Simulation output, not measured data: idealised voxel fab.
Process module heading - voxel self aligned vias
Shown is cross-section cut, with a width of 245 nm and square cells of size 5 nm.
A cross-section in this document is a grid of square cells, and it is written down as bands, the top band listed before the ones below it; a band is made up of one or more rows of cells.
Top, bottom (nm), then materials left to right with widths (nm); lone material tagged "everywhere" fills the whole band edge to edge; "air" = empty space.
Basically, 0 is our baseline, since under it the wafer straight out of the box is all one material. The bottom band has no lower end and keeps on going down, so it looks like "0..down".
A width given as "30->40" starts at the first number in the band's top row and ends at the second number in its bottom row, shifting by an equal amount at every step from row to row.
Reading "nothing altered" for a step: not a cell of the cross-section changed in it.
"Sealed internal cavities": empty spaces of 8 cells or more with no open way to the top, each given as width x height at distance, distance from the left edge, all in nm.
If you see something after the settings on a step's line, that's the simulator's own remark about that step.
You can add "overlay nm" to a step's line. For a step with a mask, it describes how far the mask lay to the right of its planned position, and a negative number describes a lay to the left.
Reading key. Pairs: pre-step and post-step cross-section, one process step apart; post-step view only to lowest changed band. Step between + settings: beneath pair. Runs: pairs may be from different runs of this module, same starting wafer. Continuation from pair above: only where "Structure before processing" entry says.
Structure before processing:
    0..down: Si everywhere
    Sealed internal cavities: none
Post-Process Section:
    10..0: SiO2 everywhere
    Below 0, the layers are the same as they were.
    Sealed internal cavities: none
The step that takes the structure from the upper cross-section to the lower one is CONFORMAL_DEP [material SiO2] [thk nm 10]
Structure before processing: look at the pair above, its after cross-section is where this step starts.
Post-Process Section:
    15..10: SiCN everywhere
    Below 10, the layers are the same as they were.
    Sealed internal cavities: none
The step that takes the structure from the upper cross-section to the lower one is CONFORMAL_DEP [material SiCN] [thk nm 5]
Structure before processing: look at the pair above, its after cross-section is where this step starts.
Post-Process Section:
    35..15: SiO2 everywhere
    Below 15, the layers are the same as they were.
    Sealed internal cavities: none
The step that takes the structure from the upper cross-section to the lower one is DIRECTIONAL_DEP [material SiO2] [thk nm 20]
Structure before processing: look at the pair above, its after cross-section is where this step starts.
Post-Process Section:
    45..35: aC everywhere
    Below 35, the layers are the same as they were.
    Sealed internal cavities: none
The step that takes the structure from the upper cross-section to the lower one is DIRECTIONAL_DEP [material aC] [thk nm 10]
Structure before processing: look at the pair above, its after cross-section is where this step starts.
Post-Process Section:
    75..45: resist: 75, then air: 30, then resist: 30, then air: 30, then resist: 80
    Below 45, the layers are the same as they were.
    Sealed internal cavities: none
The step that takes the structure from the upper cross-section to the lower one is PATTERN [tone open] [mask id LINES] [material resist] [width nm 30] [pitch nm 60] [thk nm 30] [overlay nm 0]
Structure before processing: look at the pair above, its after cross-section is where this step starts.
Post-Process Section:
    65..45: resist: 75, then air: 30, then resist: 30, then air: 30, then resist: 80
    45..35: aC: 75, then air: 30, then aC: 30, then air: 30, then aC: 80
    Below 35, the layers are the same as they were.
    Sealed internal cavities: none
The step that takes the structure from the upper cross-section to the lower one is DIRECTIONAL_ETCH [etch materials aC] [depth nm 10]
Structure before processing: look at the pair above, its after cross-section is where this step starts.
Post-Process Section:
    45..35: aC: 75, then air: 30, then aC: 30, then air: 30, then aC: 80
    Below 35, the layers are the same as they were.
    Sealed internal cavities: none
The step that takes the structure from the upper cross-section to the lower one is STRIP [etch materials resist]
Structure before processing: look at the pair above, its after cross-section is where this step starts.
Post-Process Section:
    45..35: aC: 75, then air: 30, then aC: 30, then air: 30, then aC: 80
    35..15: SiO2: 75, then air: 30, then SiO2: 30, then air: 30, then SiO2: 80
    Below 15, the layers are the same as they were.
    Sealed internal cavities: none
The step that takes the structure from the upper cross-section to the lower one is DIRECTIONAL_ETCH [etch materials SiO2] [depth nm 20]
Structure before processing: look at the pair above, its after cross-section is where this step starts.
Post-Process Section:
    35..15: SiO2: 75, then air: 30, then SiO2: 30, then air: 30, then SiO2: 80
    Below 15, the layers are the same as they were.
    Sealed internal cavities: none
The step that takes the structure from the upper cross-section to the lower one is STRIP [etch materials aC]
Structure before processing: look at the pair above, its after cross-section is where this step starts.
Post-Process Section:
    40..35: TiN: 80, then air: 20, then TiN: 40, then air: 20, then TiN: 85
    35..20: SiO2: 75, then TiN: 5, then air: 20, then TiN: 5, then SiO2: 30, then TiN: 5, then air: 20, then TiN: 5, then SiO2: 80
    20..15: SiO2: 75, then TiN: 30, then SiO2: 30, then TiN: 30, then SiO2: 80
    Below 15, the layers are the same as they were.
    Sealed internal cavities: none
The step that takes the structure from the upper cross-section to the lower one is CONFORMAL_DEP [material TiN] [thk nm 5]
Structure before processing: look at the pair above, its after cross-section is where this step starts.
Post-Process Section:
    50..40: W everywhere
    40..35: TiN: 80, then W: 20, then TiN: 40, then W: 20, then TiN: 85
    35..20: SiO2: 75, then TiN: 5, then W: 20, then TiN: 5, then SiO2: 30, then TiN: 5, then W: 20, then TiN: 5, then SiO2: 80
    Below 20, the layers are the same as they were.
    Sealed internal cavities: none
The step that takes the structure from the upper cross-section to the lower one is FILL_DEP [material W] [thk nm 10]
Structure before processing: look at the pair above, its after cross-section is where this step starts.
Post-Process Section:
    35..20: SiO2: 75, then TiN: 5, then W: 20, then TiN: 5, then SiO2: 30, then TiN: 5, then W: 20, then TiN: 5, then SiO2: 80
    Below 20, the layers are the same as they were.
    Sealed internal cavities: none
The step that takes the structure from the upper cross-section to the lower one is CMP [height nm 35]
Structure before processing: look at the pair above, its after cross-section is where this step starts.
Post-Process Section:
    35..25: SiO2: 75, then air: 30, then SiO2: 30, then air: 30, then SiO2: 80
    Below 25, the layers are the same as they were.
    Sealed internal cavities: none
The step that takes the structure from the upper cross-section to the lower one is SELECTIVE_ETCH [etch materials W Ru TiN] [depth nm 10]
Structure before processing: look at the pair above, its after cross-section is where this step starts.
Post-Process Section:
    45..35: SiN everywhere
    35..25: SiO2: 75, then SiN: 30, then SiO2: 30, then SiN: 30, then SiO2: 80
    Below 25, the layers are the same as they were.
    Sealed internal cavities: none
The step that takes the structure from the upper cross-section to the lower one is FILL_DEP [material SiN] [thk nm 10]
Structure before processing: look at the pair above, its after cross-section is where this step starts.
Post-Process Section:
    35..25: SiO2: 75, then SiN: 30, then SiO2: 30, then SiN: 30, then SiO2: 80
    Below 25, the layers are the same as they were.
    Sealed internal cavities: none
The step that takes the structure from the upper cross-section to the lower one is CMP [height nm 35]
Structure before processing: look at the pair above, its after cross-section is where this step starts.
Post-Process Section:
    50..35: SiO2 everywhere
    Below 35, the layers are the same as they were.
    Sealed internal cavities: none
The step that takes the structure from the upper cross-section to the lower one is DIRECTIONAL_DEP [material SiO2] [thk nm 15]
Structure before processing: look at the pair above, its after cross-section is where this step starts.
Post-Process Section:
    50..35: SiO2: 70, then air: 40, then SiO2: 135
    Below 35, the layers are the same as they were.
    Sealed internal cavities: none
The step that takes the structure from the upper cross-section to the lower one is MASKED_ETCH [tone open] [mask id VIAS] [width nm 40] [etch materials SiO2] [depth nm 15] [overlay nm 0]
Structure before processing: look at the pair above, its after cross-section is where this step starts.
Post-Process Section:
    50..35: SiO2: 70, then air: 40, then SiO2: 135
    35..25: SiO2: 75, then air: 30, then SiO2: 30, then SiN: 30, then SiO2: 80
    Below 25, the layers are the same as they were.
    Sealed internal cavities: none
The step that takes the structure from the upper cross-section to the lower one is MASKED_ETCH [tone open] [mask id VIAS] [width nm 40] [etch materials SiN] [depth nm 10] [overlay nm 0]
Structure before processing: look at the pair above, its after cross-section is where this step starts.
Post-Process Section:
    55..50: TiN: 75, then air: 30, then TiN: 140
    50..40: SiO2: 70, then TiN: 5, then air: 30, then TiN: 5, then SiO2: 135
    40..35: SiO2: 70, then TiN: 10, then air: 20, then TiN: 10, then SiO2: 135
    35..30: SiO2: 75, then TiN: 5, then air: 20, then TiN: 5, then SiO2: 30, then SiN: 30, then SiO2: 80
    30..25: SiO2: 75, then TiN: 30, then SiO2: 30, then SiN: 30, then SiO2: 80
    Below 25, the layers are the same as they were.
    Sealed internal cavities: none
The step that takes the structure from the upper cross-section to the lower one is CONFORMAL_DEP [material TiN] [thk nm 5]
Structure before processing: look at the pair above, its after cross-section is where this step starts.
Post-Process Section:
    60..55: W everywhere
    55..50: TiN: 75, then W: 30, then TiN: 140
    50..40: SiO2: 70, then TiN: 5, then W: 30, then TiN: 5, then SiO2: 135
    40..35: SiO2: 70, then TiN: 10, then W: 20, then TiN: 10, then SiO2: 135
    35..30: SiO2: 75, then TiN: 5, then W: 20, then TiN: 5, then SiO2: 30, then SiN: 30, then SiO2: 80
    Below 30, the layers are the same as they were.
    Sealed internal cavities: none
The step that takes the structure from the upper cross-section to the lower one is FILL_DEP [material W] [thk nm 5]
Structure before processing: look at the pair above, its after cross-section is where this step starts.
Post-Process Section:
    50..40: SiO2: 70, then TiN: 5, then W: 30, then TiN: 5, then SiO2: 135
    Below 40, the layers are the same as they were.
    Sealed internal cavities: none
The step that takes the structure from the upper cross-section to the lower one is CMP [height nm 50]
Structure before processing: look at the pair above, its after cross-section is where this step starts.
Post-Process Section:
    55..50: SiN everywhere
    Below 50, the layers are the same as they were.
    Sealed internal cavities: none
The step that takes the structure from the upper cross-section to the lower one is CONFORMAL_DEP [material SiN] [thk nm 5]
Structure before processing:
    0..down: Si everywhere
    Sealed internal cavities: none
Post-Process Section:
    5..0: SiCN everywhere
    Below 0, the layers are the same as they were.
    Sealed internal cavities: none
The step that takes the structure from the upper cross-section to the lower one is CONFORMAL_DEP [material SiCN] [thk nm 5]
Structure before processing: look at the pair above, its after cross-section is where this step starts.
Post-Process Section:
    25..5: SiO2 everywhere
    Below 5, the layers are the same as they were.
    Sealed internal cavities: none
The step that takes the structure from the upper cross-section to the lower one is DIRECTIONAL_DEP [material SiO2] [thk nm 20]
Structure before processing: look at the pair above, its after cross-section is where this step starts.
Post-Process Section:
    35..25: aC everywhere
    Below 25, the layers are the same as they were.
    Sealed internal cavities: none
The step that takes the structure from the upper cross-section to the lower one is DIRECTIONAL_DEP [material aC] [thk nm 10]
Structure before processing: look at the pair above, its after cross-section is where this step starts.
Post-Process Section:
    65..35: resist: 75, then air: 30, then resist: 30, then air: 30, then resist: 80
    Below 35, the layers are the same as they were.
    Sealed internal cavities: none
The step that takes the structure from the upper cross-section to the lower one is PATTERN [tone open] [mask id LINES] [material resist] [width nm 30] [pitch nm 60] [thk nm 30] [overlay nm 0]
Structure before processing: look at the pair above, its after cross-section is where this step starts.
Post-Process Section:
    55..35: resist: 75, then air: 30, then resist: 30, then air: 30, then resist: 80
    35..25: aC: 75, then air: 30, then aC: 30, then air: 30, then aC: 80
    Below 25, the layers are the same as they were.
    Sealed internal cavities: none
The step that takes the structure from the upper cross-section to the lower one is DIRECTIONAL_ETCH [etch materials aC] [depth nm 10]
Structure before processing: look at the pair above, its after cross-section is where this step starts.
Post-Process Section:
    35..25: aC: 75, then air: 30, then aC: 30, then air: 30, then aC: 80
    Below 25, the layers are the same as they were.
    Sealed internal cavities: none
The step that takes the structure from the upper cross-section to the lower one is STRIP [etch materials resist]
Structure before processing: look at the pair above, its after cross-section is where this step starts.
Post-Process Section:
    35..25: aC: 75, then air: 30, then aC: 30, then air: 30, then aC: 80
    25..5: SiO2: 75, then air: 30, then SiO2: 30, then air: 30, then SiO2: 80
    Below 5, the layers are the same as they were.
    Sealed internal cavities: none
The step that takes the structure from the upper cross-section to the lower one is DIRECTIONAL_ETCH [etch materials SiO2] [depth nm 20]
Structure before processing: look at the pair above, its after cross-section is where this step starts.
Post-Process Section:
    25..5: SiO2: 75, then air: 30, then SiO2: 30, then air: 30, then SiO2: 80
    Below 5, the layers are the same as they were.
    Sealed internal cavities: none
The step that takes the structure from the upper cross-section to the lower one is STRIP [etch materials aC]
Structure before processing: look at the pair above, its after cross-section is where this step starts.
Post-Process Section:
    30..25: TiN: 80, then air: 20, then TiN: 40, then air: 20, then TiN: 85
    25..10: SiO2: 75, then TiN: 5, then air: 20, then TiN: 5, then SiO2: 30, then TiN: 5, then air: 20, then TiN: 5, then SiO2: 80
    10..5: SiO2: 75, then TiN: 30, then SiO2: 30, then TiN: 30, then SiO2: 80
    Below 5, the layers are the same as they were.
    Sealed internal cavities: none
The step that takes the structure from the upper cross-section to the lower one is CONFORMAL_DEP [material TiN] [thk nm 5]
Structure before processing: look at the pair above, its after cross-section is where this step starts.
Post-Process Section:
    40..30: W everywhere
    30..25: TiN: 80, then W: 20, then TiN: 40, then W: 20, then TiN: 85
    25..10: SiO2: 75, then TiN: 5, then W: 20, then TiN: 5, then SiO2: 30, then TiN: 5, then W: 20, then TiN: 5, then SiO2: 80
    Below 10, the layers are the same as they were.
    Sealed internal cavities: none
The step that takes the structure from the upper cross-section to the lower one is FILL_DEP [material W] [thk nm 10]
Structure before processing: look at the pair above, its after cross-section is where this step starts.
Post-Process Section:
    35..30: W everywhere
    Below 30, the layers are the same as they were.
    Sealed internal cavities: none
The step that takes the structure from the upper cross-section to the lower one is CMP [height nm 35]
Structure before processing: look at the pair above, its after cross-section is where this step starts.
Post-Process Section:
    25..10: SiO2: 75, then TiN: 5, then W: 20, then TiN: 5, then SiO2: 30, then TiN: 5, then W: 20, then TiN: 5, then SiO2: 80
    Below 10, the layers are the same as they were.
    Sealed internal cavities: none
The step that takes the structure from the upper cross-section to the lower one is SELECTIVE_ETCH [etch materials W Ru TiN] [depth nm 10]
Structure before processing: look at the pair above, its after cross-section is where this step starts.
Post-Process Section:
    35..25: SiN everywhere
    Below 25, the layers are the same as they were.
    Sealed internal cavities: none
The step that takes the structure from the upper cross-section to the lower one is FILL_DEP [material SiN] [thk nm 10]
Structure before processing: look at the pair above, its after cross-section is where this step starts.
Post-Process Section:
    50..35: SiO2 everywhere
    Below 35, the layers are the same as they were.
    Sealed internal cavities: none
The step that takes the structure from the upper cross-section to the lower one is DIRECTIONAL_DEP [material SiO2] [thk nm 15]
Structure before processing: look at the pair above, its after cross-section is where this step starts.
Post-Process Section:
    50..35: SiO2: 70, then air: 40, then SiO2: 135
    Below 35, the layers are the same as they were.
    Sealed internal cavities: none
The step that takes the structure from the upper cross-section to the lower one is MASKED_ETCH [tone open] [mask id VIAS] [width nm 40] [etch materials SiO2] [depth nm 15] [overlay nm 0]
Structure before processing: look at the pair above, its after cross-section is where this step starts.
Post-Process Section:
    50..35: SiO2: 70, then air: 40, then SiO2: 135
    35..25: SiN: 70, then air: 40, then SiN: 135
    Below 25, the layers are the same as they were.
    Sealed internal cavities: none
The step that takes the structure from the upper cross-section to the lower one is MASKED_ETCH [tone open] [mask id VIAS] [width nm 40] [etch materials SiN] [depth nm 10] [overlay nm 0]
Structure before processing: look at the pair above, its after cross-section is where this step starts.
Post-Process Section:
    55..50: TiN: 75, then air: 30, then TiN: 140
    50..35: SiO2: 70, then TiN: 5, then air: 30, then TiN: 5, then SiO2: 135
    35..30: SiN: 70, then TiN: 5, then air: 30, then TiN: 5, then SiN: 135
    30..25: SiN: 70, then TiN: 40, then SiN: 135
    Below 25, the layers are the same as they were.
    Sealed internal cavities: none
The step that takes the structure from the upper cross-section to the lower one is CONFORMAL_DEP [material TiN] [thk nm 5]
Structure before processing: look at the pair above, its after cross-section is where this step starts.
Post-Process Section:
    60..55: W everywhere
    55..50: TiN: 75, then W: 30, then TiN: 140
    50..35: SiO2: 70, then TiN: 5, then W: 30, then TiN: 5, then SiO2: 135
    35..30: SiN: 70, then TiN: 5, then W: 30, then TiN: 5, then SiN: 135
    Below 30, the layers are the same as they were.
    Sealed internal cavities: none
The step that takes the structure from the upper cross-section to the lower one is FILL_DEP [material W] [thk nm 5]
Structure before processing: look at the pair above, its after cross-section is where this step starts.
Post-Process Section:
    50..35: SiO2: 70, then TiN: 5, then W: 30, then TiN: 5, then SiO2: 135
    Below 35, the layers are the same as they were.
    Sealed internal cavities: none
The step that takes the structure from the upper cross-section to the lower one is CMP [height nm 50]
Structure before processing: look at the pair above, its after cross-section is where this step starts.
Post-Process Section:
    55..50: SiN everywhere
    Below 50, the layers are the same as they were.
    Sealed internal cavities: none
The step that takes the structure from the upper cross-section to the lower one is CONFORMAL_DEP [material SiN] [thk nm 5]
Structure before processing:
    50..35: SiO2: 70, then air: 40, then SiO2: 135
    35..25: SiO2: 75, then SiN: 30, then SiO2: 30, then SiN: 30, then SiO2: 80
    25..20: SiO2: 75, then TiN: 5, then W: 20, then TiN: 5, then SiO2: 30, then TiN: 5, then W: 20, then TiN: 5, then SiO2: 80
    20..15: SiO2: 75, then TiN: 30, then SiO2: 30, then TiN: 30, then SiO2: 80
    15..10: SiCN everywhere
    10..0: SiO2 everywhere
    0..down: Si everywhere
    Sealed internal cavities: none
Post-Process Section:
    50..35: SiO2: 70, then air: 40, then SiO2: 135
    35..25: SiO2: 70, then air: 5, then SiN: 30, then air: 5, then SiO2: 25, then SiN: 30, then SiO2: 80
    25..20: SiO2: 70, then air: 5, then TiN: 5, then W: 20, then TiN: 5, then air: 5, then SiO2: 25, then TiN: 5, then W: 20, then TiN: 5, then SiO2: 80
    Below 20, the layers are the same as they were.
    Sealed internal cavities: none
The step that takes the structure from the upper cross-section to the lower one is MASKED_ETCH [tone open] [mask id VIAS] [width nm 40] [etch materials SiO2] [depth nm 15] [overlay nm 0]
Structure before processing: look at the pair above, its after cross-section is where this step starts.
Post-Process Section:
    50..35: SiO2: 70, then air: 40, then SiO2: 135
    35..25: SiO2: 70, then air: 40, then SiO2: 25, then SiN: 30, then SiO2: 80
    Below 25, the layers are the same as they were.
    Sealed internal cavities: none
The step that takes the structure from the upper cross-section to the lower one is MASKED_ETCH [tone open] [mask id VIAS] [width nm 40] [etch materials SiN] [depth nm 10] [overlay nm 0]
Structure before processing: look at the pair above, its after cross-section is where this step starts.
Post-Process Section:
    55..50: TiN: 75, then air: 30, then TiN: 140
    50..35: SiO2: 70, then TiN: 5, then air: 30, then TiN: 5, then SiO2: 135
    35..30: SiO2: 70, then TiN: 5, then air: 30, then TiN: 5, then SiO2: 25, then SiN: 30, then SiO2: 80
    30..25: SiO2: 70, then TiN: 40, then SiO2: 25, then SiN: 30, then SiO2: 80
    25..20: SiO2: 70, then TiN: 10, then W: 20, then TiN: 10, then SiO2: 25, then TiN: 5, then W: 20, then TiN: 5, then SiO2: 80
    Below 20, the layers are the same as they were.
    Sealed internal cavities: none
The step that takes the structure from the upper cross-section to the lower one is CONFORMAL_DEP [material TiN] [thk nm 5]
Structure before processing: look at the pair above, its after cross-section is where this step starts.
Post-Process Section:
    60..55: W everywhere
    55..50: TiN: 75, then W: 30, then TiN: 140
    50..35: SiO2: 70, then TiN: 5, then W: 30, then TiN: 5, then SiO2: 135
    35..30: SiO2: 70, then TiN: 5, then W: 30, then TiN: 5, then SiO2: 25, then SiN: 30, then SiO2: 80
    Below 30, the layers are the same as they were.
    Sealed internal cavities: none
The step that takes the structure from the upper cross-section to the lower one is FILL_DEP [material W] [thk nm 5]
Structure before processing: look at the pair above, its after cross-section is where this step starts.
Post-Process Section:
    50..35: SiO2: 70, then TiN: 5, then W: 30, then TiN: 5, then SiO2: 135
    Below 35, the layers are the same as they were.
    Sealed internal cavities: none
The step that takes the structure from the upper cross-section to the lower one is CMP [height nm 50]
Structure before processing: look at the pair above, its after cross-section is where this step starts.
Post-Process Section:
    55..50: SiN everywhere
    Below 50, the layers are the same as they were.
    Sealed internal cavities: none
The step that takes the structure from the upper cross-section to the lower one is CONFORMAL_DEP [material SiN] [thk nm 5]
Structure before processing:
    35..25: SiO2: 75, then SiN: 30, then SiO2: 30, then SiN: 30, then SiO2: 80
    25..20: SiO2: 75, then TiN: 5, then W: 20, then TiN: 5, then SiO2: 30, then TiN: 5, then W: 20, then TiN: 5, then SiO2: 80
    20..15: SiO2: 75, then TiN: 30, then SiO2: 30, then TiN: 30, then SiO2: 80
    15..10: SiCN everywhere
    10..0: SiO2 everywhere
    0..down: Si everywhere
    Sealed internal cavities: none
Post-Process Section:
    35..25: SiO2: 70, then air: 5, then SiN: 30, then air: 5, then SiO2: 25, then SiN: 30, then SiO2: 80
    25..20: SiO2: 70, then air: 5, then TiN: 5, then W: 20, then TiN: 5, then air: 5, then SiO2: 25, then TiN: 5, then W: 20, then TiN: 5, then SiO2: 80
    Below 20, the layers are the same as they were.
    Sealed internal cavities: none
The step that takes the structure from the upper cross-section to the lower one is MASKED_ETCH [tone open] [mask id VIAS] [width nm 40] [etch materials SiO2] [depth nm 15] [overlay nm 0]
Structure before processing: look at the pair above, its after cross-section is where this step starts.
Post-Process Section:
    50..35: SiO2: 70, then air: 5, then SiO2: 30, then air: 5, then SiO2: 135
    35..25: SiO2: 75, then SiN: 30, then SiO2: 30, then SiN: 30, then SiO2: 80
    25..20: SiO2: 75, then TiN: 5, then W: 20, then TiN: 5, then SiO2: 30, then TiN: 5, then W: 20, then TiN: 5, then SiO2: 80
    Below 20, the layers are the same as they were.
    Sealed internal cavities: none
The step that takes the structure from the upper cross-section to the lower one is DIRECTIONAL_DEP [material SiO2] [thk nm 15]
Structure before processing: look at the pair above, its after cross-section is where this step starts.
Post-Process Section:
    55..50: TiN everywhere
    50..35: SiO2: 70, then TiN: 5, then SiO2: 30, then TiN: 5, then SiO2: 135
    Below 35, the layers are the same as they were.
    Sealed internal cavities: none
The step that takes the structure from the upper cross-section to the lower one is CONFORMAL_DEP [material TiN] [thk nm 5]
Structure before processing: look at the pair above, its after cross-section is where this step starts.
Post-Process Section:
    60..55: W everywhere
    Below 55, the layers are the same as they were.
    Sealed internal cavities: none
The step that takes the structure from the upper cross-section to the lower one is FILL_DEP [material W] [thk nm 5]
Structure before processing: look at the pair above, its after cross-section is where this step starts.
Post-Process Section:
    50..35: SiO2: 70, then TiN: 5, then SiO2: 30, then TiN: 5, then SiO2: 135
    Below 35, the layers are the same as they were.
    Sealed internal cavities: none
The step that takes the structure from the upper cross-section to the lower one is CMP [height nm 50]
Structure before processing: look at the pair above, its after cross-section is where this step starts.
Post-Process Section:
    55..50: SiN everywhere
    Below 50, the layers are the same as they were.
    Sealed internal cavities: none
The step that takes the structure from the upper cross-section to the lower one is CONFORMAL_DEP [material SiN] [thk nm 5]
Structure before processing:
    50..35: SiO2 everywhere
    35..25: SiO2: 75, then SiN: 30, then SiO2: 30, then SiN: 30, then SiO2: 80
    25..20: SiO2: 75, then TiN: 5, then W: 20, then TiN: 5, then SiO2: 30, then TiN: 5, then W: 20, then TiN: 5, then SiO2: 80
    20..15: SiO2: 75, then TiN: 30, then SiO2: 30, then TiN: 30, then SiO2: 80
    15..10: SiCN everywhere
    10..0: SiO2 everywhere
    0..down: Si everywhere
    Sealed internal cavities: none
Post-Process Section:
    50..35: SiO2: 70, then air: 40, then SiO2: 135
    35..25: SiO2: 70, then air: 5, then SiN: 30, then air: 5, then SiO2: 25, then SiN: 30, then SiO2: 80
    Below 25, the layers are the same as they were.
    Sealed internal cavities: none
The step that takes the structure from the upper cross-section to the lower one is MASKED_ETCH [tone open] [mask id VIAS] [width nm 40] [etch materials SiO2] [depth nm 25] [overlay nm 0]
Structure before processing: look at the pair above, its after cross-section is where this step starts.
Post-Process Section:
    50..35: SiO2: 70, then air: 40, then SiO2: 135
    35..25: SiO2: 70, then air: 40, then SiO2: 25, then SiN: 30, then SiO2: 80
    Below 25, the layers are the same as they were.
    Sealed internal cavities: none
The step that takes the structure from the upper cross-section to the lower one is MASKED_ETCH [tone open] [mask id VIAS] [width nm 40] [etch materials SiN] [depth nm 10] [overlay nm 0]
Structure before processing: look at the pair above, its after cross-section is where this step starts.
Post-Process Section:
    55..50: TiN: 75, then air: 30, then TiN: 140
    50..35: SiO2: 70, then TiN: 5, then air: 30, then TiN: 5, then SiO2: 135
    35..30: SiO2: 70, then TiN: 5, then air: 30, then TiN: 5, then SiO2: 25, then SiN: 30, then SiO2: 80
    30..25: SiO2: 70, then TiN: 40, then SiO2: 25, then SiN: 30, then SiO2: 80
    Below 25, the layers are the same as they were.
    Sealed internal cavities: none
The step that takes the structure from the upper cross-section to the lower one is CONFORMAL_DEP [material TiN] [thk nm 5]
Structure before processing: look at the pair above, its after cross-section is where this step starts.
Post-Process Section:
    60..55: W everywhere
    55..50: TiN: 75, then W: 30, then TiN: 140
    50..35: SiO2: 70, then TiN: 5, then W: 30, then TiN: 5, then SiO2: 135
    35..30: SiO2: 70, then TiN: 5, then W: 30, then TiN: 5, then SiO2: 25, then SiN: 30, then SiO2: 80
    Below 30, the layers are the same as they were.
    Sealed internal cavities: none
The step that takes the structure from the upper cross-section to the lower one is FILL_DEP [material W] [thk nm 5]
Structure before processing: look at the pair above, its after cross-section is where this step starts.
Post-Process Section:
    50..35: SiO2: 70, then TiN: 5, then W: 30, then TiN: 5, then SiO2: 135
    Below 35, the layers are the same as they were.
    Sealed internal cavities: none
The step that takes the structure from the upper cross-section to the lower one is CMP [height nm 50]
Structure before processing: look at the pair above, its after cross-section is where this step starts.
Post-Process Section:
    55..50: SiN everywhere
    Below 50, the layers are the same as they were.
    Sealed internal cavities: none
The step that takes the structure from the upper cross-section to the lower one is CONFORMAL_DEP [material SiN] [thk nm 5]
Structure before processing:
    50..35: SiO2 everywhere
    35..25: SiO2: 75, then SiN: 30, then SiO2: 30, then SiN: 30, then SiO2: 80
    25..20: SiO2: 75, then TiN: 5, then W: 20, then TiN: 5, then SiO2: 30, then TiN: 5, then W: 20, then TiN: 5, then SiO2: 80
    20..15: SiO2: 75, then TiN: 30, then SiO2: 30, then TiN: 30, then SiO2: 80
    15..10: SiCN everywhere
    10..0: SiO2 everywhere
    0..down: Si everywhere
    Sealed internal cavities: none
Post-Process Section:
    50..35: SiO2: 70, then air: 45, then SiO2: 130
    Below 35, the layers are the same as they were.
    Sealed internal cavities: none
The step that takes the structure from the upper cross-section to the lower one is MASKED_ETCH [tone open] [mask id VIAS] [width nm 45] [etch materials SiO2] [depth nm 15] [overlay nm 0]
Structure before processing: look at the pair above, its after cross-section is where this step starts.
Post-Process Section:
    50..35: SiO2: 70, then air: 45, then SiO2: 130
    35..25: SiO2: 75, then air: 30, then SiO2: 30, then SiN: 30, then SiO2: 80
    Below 25, the layers are the same as they were.
    Sealed internal cavities: none
The step that takes the structure from the upper cross-section to the lower one is MASKED_ETCH [tone open] [mask id VIAS] [width nm 40] [etch materials SiN] [depth nm 10] [overlay nm 0]
Structure before processing: look at the pair above, its after cross-section is where this step starts.
Post-Process Section:
    55..50: TiN: 75, then air: 35, then TiN: 135
    50..40: SiO2: 70, then TiN: 5, then air: 35, then TiN: 5, then SiO2: 130
    40..35: SiO2: 70, then TiN: 10, then air: 20, then TiN: 15, then SiO2: 130
    35..30: SiO2: 75, then TiN: 5, then air: 20, then TiN: 5, then SiO2: 30, then SiN: 30, then SiO2: 80
    30..25: SiO2: 75, then TiN: 30, then SiO2: 30, then SiN: 30, then SiO2: 80
    Below 25, the layers are the same as they were.
    Sealed internal cavities: none
The step that takes the structure from the upper cross-section to the lower one is CONFORMAL_DEP [material TiN] [thk nm 5]
Structure before processing: look at the pair above, its after cross-section is where this step starts.
Post-Process Section:
    60..55: W everywhere
    55..50: TiN: 75, then W: 35, then TiN: 135
    50..40: SiO2: 70, then TiN: 5, then W: 35, then TiN: 5, then SiO2: 130
    40..35: SiO2: 70, then TiN: 10, then W: 20, then TiN: 15, then SiO2: 130
    35..30: SiO2: 75, then TiN: 5, then W: 20, then TiN: 5, then SiO2: 30, then SiN: 30, then SiO2: 80
    Below 30, the layers are the same as they were.
    Sealed internal cavities: none
The step that takes the structure from the upper cross-section to the lower one is FILL_DEP [material W] [thk nm 5]
Structure before processing: look at the pair above, its after cross-section is where this step starts.
Post-Process Section:
    50..40: SiO2: 70, then TiN: 5, then W: 35, then TiN: 5, then SiO2: 130
    Below 40, the layers are the same as they were.
    Sealed internal cavities: none
The step that takes the structure from the upper cross-section to the lower one is CMP [height nm 50]
Structure before processing: look at the pair above, its after cross-section is where this step starts.
Post-Process Section:
    55..50: SiN everywhere
    Below 50, the layers are the same as they were.
    Sealed internal cavities: none
The step that takes the structure from the upper cross-section to the lower one is CONFORMAL_DEP [material SiN] [thk nm 5]
Structure before processing:
    45..35: aC everywhere
    35..15: SiO2 everywhere
    15..10: SiCN everywhere
    10..0: SiO2 everywhere
    0..down: Si everywhere
    Sealed internal cavities: none
Post-Process Section:
    75..45: resist: 65, then air: 30, then resist: 30, then air: 30, then resist: 90
    Below 45, the layers are the same as they were.
    Sealed internal cavities: none
The step that takes the structure from the upper cross-section to the lower one is PATTERN [tone open] [mask id LINES] [material resist] [width nm 30] [pitch nm 60] [thk nm 30] [overlay nm -10]
Structure before processing: look at the pair above, its after cross-section is where this step starts.
Post-Process Section:
    65..45: resist: 65, then air: 30, then resist: 30, then air: 30, then resist: 90
    45..35: aC: 65, then air: 30, then aC: 30, then air: 30, then aC: 90
    Below 35, the layers are the same as they were.
    Sealed internal cavities: none
The step that takes the structure from the upper cross-section to the lower one is DIRECTIONAL_ETCH [etch materials aC] [depth nm 10]
Structure before processing: look at the pair above, its after cross-section is where this step starts.
Post-Process Section:
    45..35: aC: 65, then air: 30, then aC: 30, then air: 30, then aC: 90
    Below 35, the layers are the same as they were.
    Sealed internal cavities: none
The step that takes the structure from the upper cross-section to the lower one is STRIP [etch materials resist]
Structure before processing: look at the pair above, its after cross-section is where this step starts.
Post-Process Section:
    45..35: aC: 65, then air: 30, then aC: 30, then air: 30, then aC: 90
    35..15: SiO2: 65, then air: 30, then SiO2: 30, then air: 30, then SiO2: 90
    Below 15, the layers are the same as they were.
    Sealed internal cavities: none
The step that takes the structure from the upper cross-section to the lower one is DIRECTIONAL_ETCH [etch materials SiO2] [depth nm 20]
Structure before processing: look at the pair above, its after cross-section is where this step starts.
Post-Process Section:
    35..15: SiO2: 65, then air: 30, then SiO2: 30, then air: 30, then SiO2: 90
    Below 15, the layers are the same as they were.
    Sealed internal cavities: none
The step that takes the structure from the upper cross-section to the lower one is STRIP [etch materials aC]
Structure before processing: look at the pair above, its after cross-section is where this step starts.
Post-Process Section:
    40..35: TiN: 70, then air: 20, then TiN: 40, then air: 20, then TiN: 95
    35..20: SiO2: 65, then TiN: 5, then air: 20, then TiN: 5, then SiO2: 30, then TiN: 5, then air: 20, then TiN: 5, then SiO2: 90
    20..15: SiO2: 65, then TiN: 30, then SiO2: 30, then TiN: 30, then SiO2: 90
    Below 15, the layers are the same as they were.
    Sealed internal cavities: none
The step that takes the structure from the upper cross-section to the lower one is CONFORMAL_DEP [material TiN] [thk nm 5]
